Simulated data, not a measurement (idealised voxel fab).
Process module name: voxel self aligned vias
Pictured: cross-section cut, 175 nm wide, on a grid of 5 nm square cells.
Bands, listed from the top down, are how a cross-section gets written in this document; the cross-section itself is a grid of square cells, and a band is one or more rows of them.
The entry gives the band's vertical extent as a top height and a bottom height in nm, then its horizontal make-up as materials from left to right, each with a width in nm. "blank" stands for empty space; a single material marked "everywhere" fills the band edge to edge.
Zero point of the height axis is 0; under it, received wafer = one material. Lowest band: continues down indefinitely, "z 0 and below".
Width: "30..40" (first number = top row, second number = bottom row, same change from row to row of cells).
When a step is marked "no modification", none of the cells in the cross-section changed during that step.
Any empty space of 8 cells or more lacking an open way to the top shows up in "Cavities, sealed" as width x height at distance, distance from the left edge, in nm.
Where a step's line continues beyond its settings, the continuation is a remark by the simulator itself on that step.
"overlay nm" denotes, for a step that has a mask, the displacement of the mask to the right of its planned place, with negative values corresponding to the left.
Plan:
step 1: RECEIVE,material Si
step 2: CONFORMAL_DEP,material SiO2,thk nm 15
step 3: CONFORMAL_DEP,material SiCN,thk nm 5
step 4: DIRECTIONAL_DEP,material SiO2,thk nm 20
step 5: DIRECTIONAL_DEP,material aC,thk nm 15
step 6: PATTERN,tone open,mask id LINES,material resist,width nm 30,pitch nm 70,thk nm 35,overlay nm 0
step 7: DIRECTIONAL_ETCH,etch materials aC,depth nm 15
step 8: STRIP,etch materials resist
step 9: DIRECTIONAL_ETCH,etch materials SiO2,depth nm 20
step 10: STRIP,etch materials aC
step 11: CONFORMAL_DEP,material TiN,thk nm 5
step 12: FILL_DEP,material Ru,thk nm 10
step 13: CMP,height nm 40
step 14: SELECTIVE_ETCH,etch materials W Ru TiN,depth nm 10
step 15: FILL_DEP,material SiN,thk nm 5
step 16: CMP,height nm 40
step 17: DIRECTIONAL_DEP,material SiO2,thk nm 15
step 18: DIRECTIONAL_DEP,material aC,thk nm 10
step 19: PATTERN,tone open,mask id VIAS,material resist,width nm 50,thk nm 30,overlay nm 0
step 20: DIRECTIONAL_ETCH,etch materials aC,depth nm 10
step 21: STRIP,etch materials resist
step 22: DIRECTIONAL_ETCH,etch materials SiO2,depth nm 15
step 23: DIRECTIONAL_ETCH,etch materials SiN,depth nm 10
step 24: STRIP,etch materials aC
step 25: CONFORMAL_DEP,material TiN,thk nm 5
step 26: FILL_DEP,material W,thk nm 10
step 27: CMP,height nm 55
step 28: CONFORMAL_DEP,material SiN,thk nm 5
As received, after step 1:
- z 0 and below: Si everywhere
- Cavities, sealed: none
Final cross-section, module run with one mistake (start and plan as above):
- z 60 to 55: SiN everywhere
- z 55 to 45: 25 nm SiO2, 5 nm TiN, 40 nm W, 5 nm TiN, 100 nm SiO2
- z 45 to 40: 25 nm SiO2, 15 nm TiN, 20 nm W, 15 nm TiN, 100 nm SiO2
- z 40 to 35: 35 nm SiO2, 30 nm TiN, 40 nm SiO2, 30 nm SiN, 40 nm SiO2
- z 35 to 30: 35 nm SiO2, 30 nm SiN, 40 nm SiO2, 30 nm SiN, 40 nm SiO2
- z 30 to 25: 35 nm SiO2, 5 nm TiN, 20 nm Ru, 5 nm TiN, 40 nm SiO2, 5 nm TiN, 20 nm Ru, 5 nm TiN, 40 nm SiO2
- z 25 to 20: 35 nm SiO2, 30 nm TiN, 40 nm SiO2, 30 nm TiN, 40 nm SiO2
- z 20 to 15: SiCN everywhere
- z 15 to 0: SiO2 everywhere
- z 0 and below: Si everywhere
- Cavities, sealed: none
Nonconformance to the process plan: step 23 was processed under conditions differing from the plan, specifically as DIRECTIONAL_ETCH,etch materials SiN,depth nm 5
